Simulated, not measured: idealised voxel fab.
Process module in this document: voxel air gaps
The width of the displayed cross-section, cut, is 240 nm; its cells are square, with a size of 5 nm.
Square cells in a grid make up a cross-section in this document, and the grid is given as bands, listed from the top down, each one or more rows of cells. Look at the band entry: it leads with the top's height and the bottom's height in nm. Then it lists the materials left to right, with a width in nm for each. The word "everywhere" on a single material says that material fills the band edge to edge. The word "empty" is empty space. The level at which height equals 0 is the one under which the wafer, as it arrives, is entirely one material. No lower edge exists for the bottom band, which continues downward and is notated as in "0..down". A width such as "30 to 40" changes by the same amount from each row of cells to the next, from the band's top row to its bottom row. No cell of the cross-section changed in a step that is given as "no modifications". In "Unvented internal voids" the enclosed voids are listed, meaning empty spaces of 8 cells or larger without any opening to the top. The form is width x height at distance, distance from the left edge, units nm. If you see something after the settings on a step's line, that's the simulator's own remark about that step. "overlay nm" answers the question of how far to the right of plan the mask lay on a step that has a mask, and when it is negative the answer is to the left.
# The planned process steps are enumerated hereunder
- 1: RECEIVE: material Si
- 2: CONFORMAL_DEP: material SiO2, thk nm 10
- 3: CONFORMAL_DEP: material SiCN, thk nm 5
- 4: DIRECTIONAL_DEP: material lowk, thk nm 35
- 5: DIRECTIONAL_DEP: material aC, thk nm 15
- 6: PATTERN: tone open, mask id LINES, material resist, width nm 25, pitch nm 50, thk nm 35, overlay nm 0
- 7: DIRECTIONAL_ETCH: etch materials aC, depth nm 15
- 8: STRIP: etch materials resist
- 9: DIRECTIONAL_ETCH: etch materials lowk, depth nm 35
- 10: STRIP: etch materials aC
- 11: CONFORMAL_DEP: material TiN, thk nm 5
- 12: FILL_DEP: material Cu, thk nm 10
- 13: CMP: height nm 40
- 14: EPI: material Ru, thk nm 10
- 15: SELECTIVE_ETCH: etch materials lowk, depth nm 45
- 16: CONFORMAL_DEP: material SiCN, thk nm 5
Split variable: height nm, step 13. Plan value = first wafer. Wafers start alike.
# The first of several wafers in cross-section, exactly as it reached us after step 1
	0..down  Si everywhere
	Unvented internal voids: none
# Heads up, this table goes wafer by wafer. A row tells you, at the end of the module, how many cells of each material that wafer has put on (+) or dropped (-) since it was received, and then its closed voids
height nm 40; +48 Cu; +72 Ru; +172 SiCN; +96 SiO2; +52 TiN; Unvented internal voids: 15 x 15 at 60; 15 x 15 at 110; 15 x 15 at 160
height nm 45; +60 Cu; +72 Ru; +180 SiCN; +96 SiO2; +60 TiN; Unvented internal voids: 15 x 20 at 60; 15 x 20 at 110; 15 x 20 at 160
height nm 50; +72 Cu; +72 Ru; +188 SiCN; +96 SiO2; +68 TiN; Unvented internal voids: 15 x 25 at 60; 15 x 25 at 110; 15 x 25 at 160
height nm 55; +84 Cu; +96 Ru; +96 SiCN; +96 SiO2; +104 TiN; +196 lowk; Unvented internal voids: none
height nm 60; +132 Cu; +96 Ru; +96 SiCN; +96 SiO2; +104 TiN; +196 lowk; Unvented internal voids: none
height nm 65; +180 Cu; +96 Ru; +96 SiCN; +96 SiO2; +104 TiN; +196 lowk; Unvented internal voids: none
